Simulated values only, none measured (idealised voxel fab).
Title: Process Module voxel spacer lines
Square cells of 5 nm make up the cross-section cut, whose width is 300 nm.
Cross-section format: a grid of square cells, given as bands from top to bottom; each band is one or more rows of cells. This entry defines a band. It first specifies the height of the band's top and the height of its bottom in nm, and then specifies the band's materials from left to right, stating each material with its width in nm. The word "all across" identifies a single material that fills the band from edge to edge, while the word "blank" identifies empty space. Beneath 0, the wafer as received is one material, and that level is where height counting begins. The lowest band goes on downward without a bottom; it is written like "top 0, no bottom". You'd read "30..40" like this: the band's top row of cells is as wide as the first number, its bottom row is as wide as the second, and going down, every row changes width by the same amount as the row before did. It should be understood that the words "no change occurred", when stated for a given step, signify that the cross-section underwent no change in any of its cells during that step. Heads up: "Enclosed cavity list" only lists the empty pockets with no open path to the top that are 8 cells or more, and it writes them as width x height at distance, distance from the left edge, in nm. Where a step's line continues beyond its settings, the continuation is a remark by the simulator itself on that step. A step line may carry the setting "overlay nm", which, for steps involving a mask, states the distance by which the mask lay to the right of its intended position; negative values denote displacement to the left.
Steps planned for the process:
1) RECEIVE | material Si
2) CONFORMAL_DEP | material Al2O3 | thk nm 10
3) DIRECTIONAL_DEP | material TiN | thk nm 15
4) DIRECTIONAL_DEP | material aC | thk nm 30
5) PATTERN | tone cover | mask id MANDREL | material resist | width nm 20 | pitch nm 60 | thk nm 35 | overlay nm 0
6) DIRECTIONAL_ETCH | etch materials aC | depth nm 30
7) STRIP | etch materials resist
8) CONFORMAL_DEP | material SiO2 | thk nm 10
9) DIRECTIONAL_ETCH | etch materials SiO2 | depth nm 10
10) STRIP | etch materials aC
11) DIRECTIONAL_ETCH | etch materials TiN | depth nm 15
12) STRIP | etch materials SiO2
This is the cross-section of the wafer as we received it, i.e. after step 1:
    top 0, no bottom  Si all across
    Enclosed cavity list: none
first wafer at the end, as planned:
    top 25, bottom 10  blank (70)  TiN (10)  blank (20)  TiN (10)  blank (20)  TiN (10)  blank (20)  TiN (10)  blank (20)  TiN (10)  blank (20)  TiN (10)  blank (70)
    top 10, bottom 0  Al2O3 all across
    top 0, no bottom  Si all across
    Enclosed cavity list: none
Cross-sectional view of the second of two wafers upon completion of the module. This wafer shared its starting condition and process plan with the first; one error was made during its execution:
    top 25, bottom 10  blank (65)  TiN (10)  blank (20)  TiN (10)  blank (20)  TiN (10)  blank (20)  TiN (10)  blank (20)  TiN (10)  blank (20)  TiN (10)  blank (75)
    top 10, bottom 0  Al2O3 all across
    top 0, no bottom  Si all across
    Enclosed cavity list: none
What was the processing mistake? the process deviated at step 5: the operation and settings actually run there were PATTERN | tone cover | mask id MANDREL | material resist | width nm 20 | pitch nm 60 | thk nm 35 | overlay nm -5
at the end the second wafer has, in cells: as many of each material as the first, in other places
